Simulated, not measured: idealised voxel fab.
process module | voxel plated lines
cross-section cut | 245 nm wide | cells 5 nm
A cross-section is a grid of square cells, given in bands from the top down. A band is one or more rows of cells.
Each band's line starts with the height of the band's top and of its bottom, in nm. Then come its materials from left to right, each with its width in nm. One material with "throughout" fills the band from edge to edge. "air" is empty space.
Height 0 is the level under which the wafer as received is all one material. The lowest band goes on downwards, as in "0 down".
A width such as "30 to 40" changes by the same amount from each row of cells to the next, from the band's top row to its bottom row.
"no change" after a step means that no cell of the cross-section changed.
closed voids: empty space of 8 cells or more with no open way to the top, each as width x height at its distance from the left edge, in nm
after a step's settings: what the simulator itself notes on the step
overlay nm, on a step with a mask: how far to the right of its planned place the mask lay; to the left if negative
plan
1 op RECEIVE | material Si
2 op CONFORMAL_DEP | material SiN | thk nm 10
3 op DIRECTIONAL_DEP | material TiN | thk nm 5
4 op PATTERN | tone open | mask id LINES | material resist | width nm 30 | pitch nm 55 | thk nm 35 | overlay nm 0
5 op EPI | material Ru | thk nm 10
6 op EPI | material Ru | thk nm 5
7 op EPI | material Ru | thk nm 5
8 op STRIP | etch materials resist
9 op DIRECTIONAL_ETCH | etch materials TiN | depth nm 5
10 op CONFORMAL_DEP | material SiO2 | thk nm 5
as received, after step 1
  0 down: Si throughout
  closed voids: none
a wafer at the end: this start, this plan, one mistake
  40 to 35: air 30 | SiO2 40 | air 15 | SiO2 40 | air 15 | SiO2 40 | air 15 | SiO2 40 | air 10
  35 to 15: air 30 | SiO2 5 | Ru 30 | SiO2 5 | air 15 | SiO2 5 | Ru 30 | SiO2 5 | air 15 | SiO2 5 | Ru 30 | SiO2 5 | air 15 | SiO2 5 | Ru 30 | SiO2 5 | air 10
  15 to 10: SiO2 35 | TiN 30 | SiO2 25 | TiN 30 | SiO2 25 | TiN 30 | SiO2 25 | TiN 30 | SiO2 15
  10 to 0: SiN throughout
  0 down: Si throughout
  closed voids: none
what went wrong: step 4 ran as: op PATTERN | tone open | mask id LINES | material resist | width nm 30 | pitch nm 55 | thk nm 35 | overlay nm 10
